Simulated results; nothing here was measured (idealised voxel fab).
Proc. module: voxel released beams
Square cells of 5 nm make up the cross-section cut, whose width is 160 nm.
Think of the cross-section as a grid of square cells. We describe it in bands, top to bottom, and each band covers one or more rows of those cells.
The band entry comprises the height of the band's top followed by the height of its bottom, expressed in nm, and subsequently the band's materials from left to right, each stated together with its width in nm. Where a single material is marked with the word "all across", that material fills the band from edge to edge. The word "blank" represents empty space.
Where do heights start? At 0: under that level the wafer as delivered is made of one material only. And the lowest band has no floor; it just carries on downward, as in "0..down".
It should be noted that a width expressed as "30..40" varies in equal increments from row to row of cells within the band, taking the value of the first number at the top row and that of the second number at the bottom row.
No cell of the cross-section changed in a step that is given as "remained unchanged".
Any empty space of 8 cells or more lacking an open way to the top shows up in "Enclosed void listing" as width x height at distance, distance from the left edge, in nm.
Read whatever lies past the settings on a step's line as the simulator's own remark about the step.
The "overlay nm" setting may appear on a step's line; for a step that uses a mask, it gives how far to the right of its planned position the mask lay, and a negative value indicates the left.

SO HERE'S THE LINEUP OF PROCESS STEPS WE PLANNED
| 1 | RECEIVE | material Si |
| 2 | CONFORMAL_DEP | material Al2O3 | thk nm 10 |
| 3 | DIRECTIONAL_DEP | material SiO2 | thk nm 10 |
| 4 | PATTERN | tone open | mask id ANCHOR | material resist | width nm 30 | thk nm 15 | overlay nm 0 |
| 5 | DIRECTIONAL_ETCH | etch materials SiO2 | depth nm 10 |
| 6 | STRIP | etch materials resist |
| 7 | CONFORMAL_DEP | material SiN | thk nm 10 |
| 8 | DIRECTIONAL_DEP | material aC | thk nm 15 |
| 9 | PATTERN | tone cover | mask id BEAM | material resist | width nm 95 | thk nm 30 | overlay nm 0 |
| 10 | DIRECTIONAL_ETCH | etch materials aC | depth nm 15 |
| 11 | STRIP | etch materials resist |
| 12 | DIRECTIONAL_ETCH | etch materials SiN | depth nm 5 |
| 13 | STRIP | etch materials aC |
| 14 | STRIP | etch materials SiO2 |
The value of depth nm given for step 12 in the plan refers to the first wafer; the wafers vary in this setting and are alike at the start.

CROSS-SECTION, FIRST OF SEVERAL WAFERS, AS DELIVERED AFTER STEP 1
> 0..down: Si all across
> Enclosed void listing: none

END-OF-MODULE CROSS-SECTION, FIRST OF SEVERAL WAFERS, AFTER LAST STEP 14
> 30..25: blank (30), SiN (15), blank (10), SiN (70), blank (35)
> 25..20: SiN (45), blank (10), SiN (105)
> 20..10: SiO2 (35), SiN (30), SiO2 (95)
> 10..0: Al2O3 all across
> 0..down: Si all across
> Enclosed void listing: none

CROSS-SECTION AT MODULE COMPLETION, LAST WAFER
> 30..20: blank (30), SiN (15), blank (10), SiN (70), blank (35)
> 20..10: blank (35), SiN (30), blank (95)
> 10..0: Al2O3 all across
> 0..down: Si all across
> Enclosed void listing: none

GAINED (+) OR LOST (-) CELLS OF EACH MATERIAL SINCE RECEIPT, THEN CLOSED VOIDS: ONE ROW PER WAFER, AT THE END OF THE MODULE
depth nm 5 | +64 Al2O3 | +59 SiN | +52 SiO2 | Enclosed void listing: none
depth nm 10 | +64 Al2O3 | +46 SiN | Enclosed void listing: none
depth nm 15 | +64 Al2O3 | +46 SiN | Enclosed void listing: none
depth nm 20 | +64 Al2O3 | +46 SiN | Enclosed void listing: none
depth nm 25 | +64 Al2O3 | +46 SiN | Enclosed void listing: none
